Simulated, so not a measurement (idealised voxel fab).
Title: Process Module voxel air gaps
Cross-sectional view cut (width: 285 nm; square cell size: 5 nm).
In what follows, cross-sections appear as grids of square cells, described through bands that run from the top down, where every band is one or more rows of cells. Look at the band entry: it leads with the top's height and the bottom's height in nm. Then it lists the materials left to right, with a width in nm for each. The word "full width" on a single material says that material fills the band edge to edge. The word "blank" is empty space. Height reference: 0 = level under which incoming wafer is all one material. Lowest band: no bottom, runs on downward, e.g. "from 0 down". Width spec "30->40" -> top row of cells at first value, bottom row at second value, equal per-row change in between. Reading "left unchanged" for a step: not a cell of the cross-section changed in it. "Closed void list" means: voids of 8 cells or more that are shut off from the top with no open way through. Written width x height at distance, distance from the left edge, in nm. Formally, on a step line, whatever follows the settings is a remark that the simulator itself makes on the step. overlay nm: mask offset rightward from planned place, masked step; negative means leftward offset.
**Process steps (planned)**
1) RECEIVE,material Si
2) CONFORMAL_DEP,material SiO2,thk nm 15
3) CONFORMAL_DEP,material SiN,thk nm 5
4) DIRECTIONAL_DEP,material lowk,thk nm 30
5) MASKED_ETCH,tone open,mask id LINES,width nm 20,pitch nm 50,etch materials lowk,depth nm 30,overlay nm -15
6) CONFORMAL_DEP,material TiN,thk nm 5
7) FILL_DEP,material Cu,thk nm 10
8) CMP,height nm 50
9) EPI,material Ru,thk nm 10
10) SELECTIVE_ETCH,etch materials lowk,depth nm 40
11) CONFORMAL_DEP,material SiCN,thk nm 5
Wafers differ in overlay nm at step 5; plan lists the first wafer's value; identical starting state.
**Cross-section of the first of several wafers on receipt, reflecting completion of step 1**
  from 0 down = Si full width
  Closed void list: none
**Cross-section of the first of several wafers, taken after step 11, where the module ends**
  from 65 to 60 = blank (25), SiCN (200), blank (60)
  from 60 to 50 = blank (25), SiCN (5), Ru (40), SiCN (10), Ru (40), SiCN (10), Ru (40), SiCN (10), Ru (40), SiCN (5), blank (60)
  from 50 to 45 = blank (25), SiCN (15), TiN (5), Cu (10), TiN (5), SiCN (30), TiN (5), Cu (10), TiN (5), SiCN (30), TiN (5), Cu (10), TiN (5), SiCN (30), TiN (5), Cu (10), TiN (5), SiCN (15), blank (60)
  from 45 to 25 = blank (35), SiCN (5), TiN (5), Cu (10), TiN (5), SiCN (5), blank (20), SiCN (5), TiN (5), Cu (10), TiN (5), SiCN (5), blank (20), SiCN (5), TiN (5), Cu (10), TiN (5), SiCN (5), blank (20), SiCN (5), TiN (5), Cu (10), TiN (5), SiCN (5), blank (70)
  from 25 to 20 = SiCN (40), TiN (20), SiCN (30), TiN (20), SiCN (30), TiN (20), SiCN (30), TiN (20), SiCN (75)
  from 20 to 15 = SiN full width
  from 15 to 0 = SiO2 full width
  from 0 down = Si full width
  Closed void list: 20 x 20 at 65; 20 x 20 at 115; 20 x 20 at 165
**X-section, last wafer, module end**
  from 65 to 60 = blank (55), SiCN (200), blank (30)
  from 60 to 50 = blank (55), SiCN (5), Ru (40), SiCN (10), Ru (40), SiCN (10), Ru (40), SiCN (10), Ru (40), SiCN (5), blank (30)
  from 50 to 45 = blank (55), SiCN (15), TiN (5), Cu (10), TiN (5), SiCN (30), TiN (5), Cu (10), TiN (5), SiCN (30), TiN (5), Cu (10), TiN (5), SiCN (30), TiN (5), Cu (10), TiN (5), SiCN (15), blank (30)
  from 45 to 25 = blank (65), SiCN (5), TiN (5), Cu (10), TiN (5), SiCN (5), blank (20), SiCN (5), TiN (5), Cu (10), TiN (5), SiCN (5), blank (20), SiCN (5), TiN (5), Cu (10), TiN (5), SiCN (5), blank (20), SiCN (5), TiN (5), Cu (10), TiN (5), SiCN (5), blank (40)
  from 25 to 20 = SiCN (70), TiN (20), SiCN (30), TiN (20), SiCN (30), TiN (20), SiCN (30), TiN (20), SiCN (45)
  from 20 to 15 = SiN full width
  from 15 to 0 = SiO2 full width
  from 0 down = Si full width
  Closed void list: 20 x 20 at 95; 20 x 20 at 145; 20 x 20 at 195
**Below, a row for every wafer. Read it as the end-of-module picture: for each material the wafer shows its cells gained (+) or lost (-) since it was received, and then its closed voids**
overlay nm -15 | +40 Cu | +64 Ru | +153 SiCN | +57 SiN | +171 SiO2 | +56 TiN | Closed void list: 20 x 20 at 65; 20 x 20 at 115; 20 x 20 at 165
overlay nm -10 | +40 Cu | +64 Ru | +153 SiCN | +57 SiN | +171 SiO2 | +56 TiN | Closed void list: 20 x 20 at 70; 20 x 20 at 120; 20 x 20 at 170
overlay nm -5 | +40 Cu | +64 Ru | +153 SiCN | +57 SiN | +171 SiO2 | +56 TiN | Closed void list: 20 x 20 at 75; 20 x 20 at 125; 20 x 20 at 175
overlay nm 0 | +40 Cu | +64 Ru | +153 SiCN | +57 SiN | +171 SiO2 | +56 TiN | Closed void list: 20 x 20 at 80; 20 x 20 at 130; 20 x 20 at 180
overlay nm 5 | +40 Cu | +64 Ru | +153 SiCN | +57 SiN | +171 SiO2 | +56 TiN | Closed void list: 20 x 20 at 85; 20 x 20 at 135; 20 x 20 at 185
overlay nm 10 | +40 Cu | +64 Ru | +153 SiCN | +57 SiN | +171 SiO2 | +56 TiN | Closed void list: 20 x 20 at 90; 20 x 20 at 140; 20 x 20 at 190
overlay nm 15 | +40 Cu | +64 Ru | +153 SiCN | +57 SiN | +171 SiO2 | +56 TiN | Closed void list: 20 x 20 at 95; 20 x 20 at 145; 20 x 20 at 195
